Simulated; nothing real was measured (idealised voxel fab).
Process module heading - voxel fin reveal
The cross-section shown here is cut; it is 280 nm wide and divided into square cells measuring 5 nm on a side.
In what follows, cross-sections appear as grids of square cells, described through bands that run from the top down, where every band is one or more rows of cells. Per band: top height and bottom height in nm, followed by the left-to-right materials and their widths in nm; "all across" marks a single material spanning edge to edge, "air" marks empty space. Zero point of the height axis is 0; under it, received wafer = one material. Lowest band: continues down indefinitely, "0 nm and below". Per-row width for "30 to 40": begins at first number (top row of band), ends at second number (bottom row), increment between rows held constant. "everything unchanged" -> step changed no cross-section cell. "Enclosed internal cavities" - sealed voids, min. 8 cells, no opening to top; format: width x height at distance (distance from left edge; nm throughout). Text after the settings on a step's line: the simulator's own remark on that step. "overlay nm" answers the question of how far to the right of plan the mask lay on a step that has a mask, and when it is negative the answer is to the left.
So here's the lineup of process steps we planned
step 1: RECEIVE [material Si]
step 2: CONFORMAL_DEP [material SiN] [thk nm 5]
step 3: DIRECTIONAL_DEP [material aC] [thk nm 15]
step 4: PATTERN [tone cover] [mask id FINS] [material resist] [width nm 15] [pitch nm 40] [thk nm 30] [overlay nm -15]
step 5: DIRECTIONAL_ETCH [etch materials aC] [depth nm 15]
step 6: STRIP [etch materials resist]
step 7: DIRECTIONAL_ETCH [etch materials SiN] [depth nm 5]
step 8: DIRECTIONAL_ETCH [etch materials Si] [depth nm 40]
step 9: STRIP [etch materials aC]
step 10: FILL_DEP [material SiO2] [thk nm 5]
step 11: CMP [height nm 5]
step 12: SELECTIVE_ETCH [etch materials SiO2] [depth nm 35]
step 13: STRIP [etch materials SiN]
What sets these wafers apart? The overlay nm at step 4. They all start alike, and the plan carries the first wafer's value.
Cross-section of the first of several wafers on receipt, reflecting completion of step 1
> 0 nm and below  Si all across
> Enclosed internal cavities: none
Once step 13, the last step, is complete, the module is at its end; this is the cross-section of the first of several wafers
> 0 nm to -30 nm  air=55  Si=15  air=25  Si=15  air=25  Si=15  air=25  Si=15  air=90
> -30 nm to -40 nm  SiO2=55  Si=15  SiO2=25  Si=15  SiO2=25  Si=15  SiO2=25  Si=15  SiO2=90
> -40 nm and below  Si all across
> Enclosed internal cavities: none
End of module, last wafer sectioned
> 0 nm to -30 nm  air=85  Si=15  air=25  Si=15  air=25  Si=15  air=25  Si=15  air=60
> -30 nm to -40 nm  SiO2=85  Si=15  SiO2=25  Si=15  SiO2=25  Si=15  SiO2=25  Si=15  SiO2=60
> -40 nm and below  Si all across
> Enclosed internal cavities: none
Below: a row per wafer. Contents at end of module: for every material, cells gained since receipt (+) or lost since receipt (-); then closed voids
overlay nm -15; -352 Si; +88 SiO2; Enclosed internal cavities: none
overlay nm -10; -352 Si; +88 SiO2; Enclosed internal cavities: none
overlay nm -5; -352 Si; +88 SiO2; Enclosed internal cavities: none
overlay nm 0; -352 Si; +88 SiO2; Enclosed internal cavities: none
overlay nm 5; -352 Si; +88 SiO2; Enclosed internal cavities: none
overlay nm 10; -352 Si; +88 SiO2; Enclosed internal cavities: none
overlay nm 15; -352 Si; +88 SiO2; Enclosed internal cavities: none
